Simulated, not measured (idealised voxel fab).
This section sets out a process module, namely voxel capacitor over wiring.
240 nm wide, 5 nm square cells: that's cross-section cut.
Square cells in a grid make up a cross-section in this document, and the grid is given as bands, listed from the top down, each one or more rows of cells. Top height, bottom height, nm. Materials left to right, width each, nm. Single material + "all across" = fills band edge to edge. "empty" = empty. Heights are reckoned from 0. Under this level, the received wafer is all of one material. The bottommost band is open-ended downward, for example "0 nm and below". Width: "30 to 40" (first number = top row, second number = bottom row, same change from row to row of cells). "identical to before" for a step: no cell of the cross-section changed in that step. "Enclosed void list" - sealed voids, min. 8 cells, no opening to top; format: width x height at distance (distance from left edge; nm throughout). Post-settings text on a step line: simulator's own remark regarding the step. overlay nm: where the mask lay relative to plan, measured to the right, on steps with a mask; negatives go left.

PLANNED PROCESS STEPS
1: op RECEIVE | material Si
2: op CONFORMAL_DEP | material SiO2 | thk nm 10
3: op CONFORMAL_DEP | material SiN | thk nm 5
4: op DIRECTIONAL_DEP | material SiO2 | thk nm 15
5: op PATTERN | tone open | mask id METAL_1 | material resist | width nm 30 | pitch nm 80 | thk nm 15 | overlay nm 0
6: op DIRECTIONAL_ETCH | etch materials SiO2 | depth nm 15
7: op DIRECTIONAL_ETCH | etch materials SiN | depth nm 5
8: op STRIP | etch materials resist
9: op CONFORMAL_DEP | material TiN | thk nm 5
10: op FILL_DEP | material Cu | thk nm 5
11: op CMP | height nm 30
12: op EPI | material Ru | thk nm 5
13: op FILL_DEP | material SiCN | thk nm 5
14: op DIRECTIONAL_DEP | material SiO2 | thk nm 15
15: op DIRECTIONAL_DEP | material aC | thk nm 15
16: op PATTERN | tone open | mask id PLUG_1 | material resist | width nm 15 | thk nm 30 | overlay nm 0
17: op DIRECTIONAL_ETCH | etch materials aC | depth nm 15
18: op STRIP | etch materials resist
19: op DIRECTIONAL_ETCH | etch materials SiO2 | depth nm 15
20: op DIRECTIONAL_ETCH | etch materials SiCN | depth nm 5
21: op STRIP | etch materials aC
22: op CONFORMAL_DEP | material TiN | thk nm 5
23: op FILL_DEP | material W | thk nm 10
24: op CMP | height nm 55
25: op DIRECTIONAL_DEP | material TiN | thk nm 10
26: op DIRECTIONAL_DEP | material Al2O3 | thk nm 5
27: op DIRECTIONAL_DEP | material TiN | thk nm 5
28: op MASKED_ETCH | tone cover | mask id UPPER_PLATE | width nm 55 | etch materials TiN | depth nm 5 | overlay nm 0
29: op MASKED_ETCH | tone cover | mask id UPPER_PLATE | width nm 55 | etch materials Al2O3 | depth nm 5 | overlay nm 0
30: op MASKED_ETCH | tone cover | mask id LOWER_PLATE | width nm 65 | etch materials TiN | depth nm 10 | overlay nm 0
31: op FILL_DEP | material SiO2 | thk nm 20
32: op CMP | height nm 90
33: op DIRECTIONAL_DEP | material aC | thk nm 15
34: op PATTERN | tone open | mask id PLUG_2 | material resist | width nm 15 | thk nm 35 | overlay nm 0
35: op DIRECTIONAL_ETCH | etch materials aC | depth nm 15
36: op STRIP | etch materials resist
37: op DIRECTIONAL_ETCH | etch materials SiO2 | depth nm 15
38: op STRIP | etch materials aC
39: op CONFORMAL_DEP | material TiN | thk nm 5
40: op FILL_DEP | material Ru | thk nm 5
41: op CMP | height nm 90
42: op CONFORMAL_DEP | material SiN | thk nm 5

CROSS-SECTION OF THE INCOMING WAFER, STATE AFTER STEP 1
  0 nm and below = Si all across
  Enclosed void list: none

THE FIRST OF TWO WAFERS, CROSS-SECTIONED AT THE END OF THE MODULE, WITH THE RUN PROCEEDING AS PLANNED
  95 nm to 90 nm = SiN all across
  90 nm to 80 nm = SiO2 90 nm  TiN 5 nm  Ru 5 nm  TiN 5 nm  SiO2 135 nm
  80 nm to 70 nm = SiO2 90 to 80 nm  TiN 15 to 55 nm  SiO2 135 to 105 nm
  70 nm to 65 nm = SiO2 80 nm  Al2O3 55 nm  SiO2 105 nm
  65 nm to 55 nm = SiO2 75 nm  TiN 65 nm  SiO2 100 nm
  55 nm to 40 nm = SiO2 80 nm  TiN 5 nm  W 5 nm  TiN 5 nm  SiO2 145 nm
  40 nm to 35 nm = SiCN 80 nm  TiN 15 nm  SiCN 145 nm
  35 nm to 30 nm = SiCN 60 nm  Ru 40 nm  SiCN 40 nm  Ru 40 nm  SiCN 60 nm
  30 nm to 15 nm = SiO2 65 nm  TiN 5 nm  Cu 20 nm  TiN 5 nm  SiO2 50 nm  TiN 5 nm  Cu 20 nm  TiN 5 nm  SiO2 65 nm
  15 nm to 10 nm = SiN 65 nm  TiN 30 nm  SiN 50 nm  TiN 30 nm  SiN 65 nm
  10 nm to 0 nm = SiO2 all across
  0 nm and below = Si all across
  Enclosed void list: none

SECOND WAFER AT THE END: LIKE START, LIKE PLAN, ONE MISTAKE
  95 nm to 90 nm = SiN all across
  90 nm to 80 nm = SiO2 90 nm  TiN 5 nm  Ru 5 nm  TiN 5 nm  SiO2 135 nm
  80 nm to 70 nm = SiO2 90 to 80 nm  TiN 15 to 55 nm  SiO2 135 to 105 nm
  70 nm to 65 nm = SiO2 80 nm  Al2O3 55 nm  SiO2 105 nm
  65 nm to 55 nm = SiO2 75 nm  TiN 65 nm  SiO2 100 nm
  55 nm to 40 nm = SiO2 85 nm  TiN 5 nm  W 5 nm  TiN 5 nm  SiO2 140 nm
  40 nm to 35 nm = SiCN 85 nm  TiN 15 nm  SiCN 140 nm
  35 nm to 30 nm = SiCN 60 nm  Ru 40 nm  SiCN 40 nm  Ru 40 nm  SiCN 60 nm
  30 nm to 15 nm = SiO2 65 nm  TiN 5 nm  Cu 20 nm  TiN 5 nm  SiO2 50 nm  TiN 5 nm  Cu 20 nm  TiN 5 nm  SiO2 65 nm
  15 nm to 10 nm = SiN 65 nm  TiN 30 nm  SiN 50 nm  TiN 30 nm  SiN 65 nm
  10 nm to 0 nm = SiO2 all across
  0 nm and below = Si all across
  Enclosed void list: none
Heads up, the wafer didn't run the way we planned it: step 16 was not run as planned; what actually ran was op PATTERN | tone open | mask id PLUG_1 | material resist | width nm 15 | thk nm 30 | overlay nm 5
In the final comparison it is observed that the number of cells assigned to each material is identical for the two wafers, whereas their placement is not.
